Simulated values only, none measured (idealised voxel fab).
process module | voxel self aligned contacts
cross-section cut | 225 nm wide | cells 5 nm
A cross-section is a grid of square cells, given in bands from the top down. A band is one or more rows of cells.
Each band's line starts with the height of the band's top and of its bottom, in nm. Then come its materials from left to right, each with its width in nm. One material with "throughout" fills the band from edge to edge. "air" is empty space.
Height 0 is the level under which the wafer as received is all one material. The lowest band goes on downwards, as in "0 down".
A width such as "30 to 40" changes by the same amount from each row of cells to the next, from the band's top row to its bottom row.
"no change" after a step means that no cell of the cross-section changed.
closed voids: empty space of 8 cells or more with no open way to the top, each as width x height at its distance from the left edge, in nm
after a step's settings: what the simulator itself notes on the step
overlay nm, on a step with a mask: how far to the right of its planned place the mask lay; to the left if negative
plan
1 op RECEIVE | material Si
2 op OXIDIZE | depth nm 5
3 op DIRECTIONAL_DEP | material polySi | thk nm 30
4 op DIRECTIONAL_DEP | material SiN | thk nm 20
5 op PATTERN | tone cover | mask id GATE | material resist | width nm 35 | pitch nm 70 | thk nm 20 | overlay nm 0
6 op DIRECTIONAL_ETCH | etch materials SiN | depth nm 20
7 op DIRECTIONAL_ETCH | etch materials polySi | depth nm 30
8 op STRIP | etch materials resist
9 op CONFORMAL_DEP | material SiN | thk nm 5
10 op DIRECTIONAL_ETCH | etch materials SiN | depth nm 5
11 op FILL_DEP | material SiO2 | thk nm 20
12 op CMP | height nm 60
13 op DIRECTIONAL_DEP | material aC | thk nm 10
14 op PATTERN | tone open | mask id CONTACT | material resist | width nm 55 | pitch nm 70 | thk nm 25 | overlay nm 0
15 op DIRECTIONAL_ETCH | etch materials aC | depth nm 10
16 op STRIP | etch materials resist
17 op DIRECTIONAL_ETCH | etch materials SiO2 | depth nm 65
18 op STRIP | etch materials aC
19 op CONFORMAL_DEP | material TiN | thk nm 5
20 op FILL_DEP | material W | thk nm 5
21 op CMP | height nm 60
22 op CONFORMAL_DEP | material SiN | thk nm 5
as received, after step 1
  0 down: Si throughout
  closed voids: none
first wafer at the end, as planned
  65 to 60: SiN throughout
  60 to 50: SiO2 50 | TiN 5 to 20 | W 45 to 15 | TiN 5 to 20 | SiO2 15 | TiN 5 to 20 | W 45 to 15 | TiN 5 to 20 | SiO2 50
  50 to 30: SiO2 20 | SiN 45 | TiN 5 | W 15 | TiN 5 | SiN 45 | TiN 5 | W 15 | TiN 5 | SiN 45 | SiO2 20
  30 to 0: SiO2 20 | SiN 5 | polySi 35 | SiN 5 | TiN 5 | W 15 | TiN 5 | SiN 5 | polySi 35 | SiN 5 | TiN 5 | W 15 | TiN 5 | SiN 5 | polySi 35 | SiN 5 | SiO2 20
  0 to -5: SiO2 65 | TiN 25 | SiO2 45 | TiN 25 | SiO2 65
  -5 down: Si throughout
  closed voids: none
second wafer at the end: like start, like plan, one mistake
  65 to 60: SiN throughout
  60 to 50: SiO2 50 | TiN 5 to 20 | W 45 to 15 | TiN 5 to 20 | SiO2 15 | TiN 5 to 20 | W 45 to 15 | TiN 5 to 20 | SiO2 50
  50 to 30: SiO2 20 | SiN 45 | TiN 5 | W 15 | TiN 5 | SiN 45 | TiN 5 | W 15 | TiN 5 | SiN 45 | SiO2 20
  30 to 5: SiO2 20 | SiN 5 | polySi 35 | SiN 5 | TiN 5 | W 15 | TiN 5 | SiN 5 | polySi 35 | SiN 5 | TiN 5 | W 15 | TiN 5 | SiN 5 | polySi 35 | SiN 5 | SiO2 20
  5 to 0: SiO2 20 | SiN 5 | polySi 35 | SiN 5 | TiN 25 | SiN 5 | polySi 35 | SiN 5 | TiN 25 | SiN 5 | polySi 35 | SiN 5 | SiO2 20
  0 down: Si throughout
  closed voids: none
what went wrong: step 2 was left out
at the end the second wafer has, in cells: 45 more of Si | 35 fewer of SiO2 | 4 fewer of TiN | 6 fewer of W
